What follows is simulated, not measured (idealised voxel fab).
The name of this process module is voxel trench capacitor.
This is section cut - it's 205 nm across, gridded in 5 nm square cells.
Cross-section layout: square cells on a grid; listed as bands, top to bottom; a band spans one or more cell rows.
A band entry consists of two parts. The first gives the height of the band's top and the height of its bottom, in nm. The rest lists the band's materials from left to right, each with its width in nm. A single material labelled with the word "all across" fills the band from edge to edge, and the word "empty" marks empty space.
Heights from 0 (as-received wafer is one material below). Bottom band endless downward, as "top 0, no bottom".
Width spec "30..40" -> top row of cells at first value, bottom row at second value, equal per-row change in between.
Step note "no change" = no cross-section cell changed.
If an empty space has no open way to the top and is at least 8 cells in size, "Enclosed internal cavities" lists it, written width x height at distance, where distance is measured from the left edge and every value is in nm.
Past the settings on a step's line: simulator remark, on that step.
What "overlay nm" on a step's line means: if the step has a mask, that mask lay this far to the right of its planned place, or, when the value is negative, to the left.
[The following list gives the planned process steps]
1 RECEIVE, material Si
2 CONFORMAL_DEP, material SiN, thk nm 10
3 MASKED_ETCH, tone open, mask id TRENCH, width nm 25, pitch nm 40, etch materials SiN, depth nm 10, overlay nm 0
4 MASKED_ETCH, tone open, mask id TRENCH, width nm 25, pitch nm 40, etch materials Si, depth nm 30, overlay nm 0
5 CONFORMAL_DEP, material SiO2, thk nm 5
6 FILL_DEP, material polySi, thk nm 5
7 CMP, height nm 10
[Step 1 complete: cross-section of the wafer as received]
> top 0, no bottom | Si all across
> Enclosed internal cavities: none
[Module complete - cross-section of the first of two wafers, run according to plan]
> top 10, bottom 0 | SiN: 70; SiO2: 5; polySi: 15; SiO2: 5; SiN: 15; SiO2: 5; polySi: 15; SiO2: 5; SiN: 70
> top 0, bottom -25 | Si: 70; SiO2: 5; polySi: 15; SiO2: 5; Si: 15; SiO2: 5; polySi: 15; SiO2: 5; Si: 70
> top -25, bottom -30 | Si: 70; SiO2: 25; Si: 15; SiO2: 25; Si: 70
> top -30, no bottom | Si all across
> Enclosed internal cavities: none
[What the second wafer looks like in cross-section once the module is done. Its start and its plan matched the first wafer's exactly; what differed was one mistake in how it was run]
> top 10, bottom 0 | SiO2 all across
> top 0, no bottom | Si all across
> Enclosed internal cavities: none
What was done differently from what was planned? step 2, actual vs plan mismatch, actual run CONFORMAL_DEP, material SiO2, thk nm 10
Upon completion, the second wafer contains, in terms of cells, a greater or smaller amount of certain materials than the first wafer: Si: 60 more | SiN: 62 fewer | SiO2: 44 more | polySi: 42 fewer
